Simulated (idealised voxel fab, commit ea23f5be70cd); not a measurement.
Documented hereafter: the process module known as voxel self aligned contacts.
Cross-section cut spans 255 nm and uses square cells 5 nm in size.
Cross-section format: a grid of square cells, given as bands from top to bottom; each band is one or more rows of cells. Within each band entry, the heights of the top and of the bottom of the band appear first, in that order and in nm; the materials of the band then follow from left to right, each with its corresponding width in nm. The designation "edge to edge" on a single material indicates that it fills the band from edge to edge; the designation "empty" indicates empty space. Height reference: 0 = level under which incoming wafer is all one material. Lowest band: no bottom, runs on downward, e.g. "from 0 down". You'd read "30->40" like this: the band's top row of cells is as wide as the first number, its bottom row is as wide as the second, and going down, every row changes width by the same amount as the row before did. Basically "everything unchanged" means that step didn't change any cell in the cross-section. If an empty space has no open way to the top and is at least 8 cells in size, "Fully closed voids" lists it, written width x height at distance, where distance is measured from the left edge and every value is in nm. Past the settings on a step's line: simulator remark, on that step. overlay nm: how far to the right of its planned place the mask lay on this masked step (negative: to the left).
The following list gives the planned process steps:
1,RECEIVE with material Si
2,OXIDIZE with depth nm 5
3,DIRECTIONAL_DEP with material polySi, thk nm 20
4,DIRECTIONAL_DEP with material SiN, thk nm 20
5,DIRECTIONAL_DEP with material aC, thk nm 10
6,PATTERN with tone cover, mask id GATE, material resist, width nm 35, pitch nm 60, thk nm 30, overlay nm 0
7,DIRECTIONAL_ETCH with etch materials aC, depth nm 10
8,STRIP with etch materials resist
9,DIRECTIONAL_ETCH with etch materials SiN, depth nm 20
10,DIRECTIONAL_ETCH with etch materials polySi, depth nm 20
11,STRIP with etch materials aC
12,CONFORMAL_DEP with material SiN, thk nm 5
13,DIRECTIONAL_ETCH with etch materials SiN, depth nm 5
14,FILL_DEP with material SiO2, thk nm 15
15,CMP with height nm 45
16,DIRECTIONAL_DEP with material aC, thk nm 10
17,PATTERN with tone open, mask id CONTACT, material resist, width nm 35, pitch nm 60, thk nm 25, overlay nm 0
18,DIRECTIONAL_ETCH with etch materials aC, depth nm 10
19,STRIP with etch materials resist
20,DIRECTIONAL_ETCH with etch materials SiO2, depth nm 50
21,STRIP with etch materials aC
22,CONFORMAL_DEP with material TiN, thk nm 5
23,FILL_DEP with material W, thk nm 10
24,CMP with height nm 45
25,CONFORMAL_DEP with material SiCN, thk nm 5
Cross-section of the wafer at receipt, which is the condition after step 1:
	from 0 down  Si edge to edge
	Fully closed voids: none
As-planned run: cross-section of the first of two wafers at end of module:
	from 50 to 45  SiCN edge to edge
	from 45 to 40  80 of SiO2  15 of TiN  5 of W  15 of TiN  25 of SiO2  15 of TiN  5 of W  15 of TiN  80 of SiO2
	from 40 to 20  45 of SiO2  45 of SiN  5 of TiN  5 of W  5 of TiN  45 of SiN  5 of TiN  5 of W  5 of TiN  45 of SiN  45 of SiO2
	from 20 to 0  45 of SiO2  5 of SiN  35 of polySi  5 of SiN  5 of TiN  5 of W  5 of TiN  5 of SiN  35 of polySi  5 of SiN  5 of TiN  5 of W  5 of TiN  5 of SiN  35 of polySi  5 of SiN  45 of SiO2
	from 0 to -5  90 of SiO2  15 of TiN  45 of SiO2  15 of TiN  90 of SiO2
	from -5 down  Si edge to edge
	Fully closed voids: none
What the second wafer looks like in cross-section once the module is done. Its start and its plan matched the first wafer's exactly; what differed was one mistake in how it was run:
	from 50 to 45  SiCN edge to edge
	from 45 to 40  80 of SiO2  10 of TiN  5 of W  20 of TiN  25 of SiO2  10 of TiN  5 of W  20 of TiN  80 of SiO2
	from 40 to 20  40 of SiO2  45 of SiN  5 of TiN  5 of W  5 of TiN  45 of SiN  5 of TiN  5 of W  5 of TiN  45 of SiN  50 of SiO2
	from 20 to 0  40 of SiO2  5 of SiN  35 of polySi  5 of SiN  5 of TiN  5 of W  5 of TiN  5 of SiN  35 of polySi  5 of SiN  5 of TiN  5 of W  5 of TiN  5 of SiN  35 of polySi  5 of SiN  50 of SiO2
	from 0 to -5  85 of SiO2  15 of TiN  45 of SiO2  15 of TiN  95 of SiO2
	from -5 down  Si edge to edge
	Fully closed voids: none
Here's what went sideways: in deviation from the planned setting, step 6 was conducted as PATTERN with tone cover, mask id GATE, material resist, width nm 35, pitch nm 60, thk nm 30, overlay nm -5
Heads up: at the end the two wafers have identical cell counts per material, they're just laid out differently.
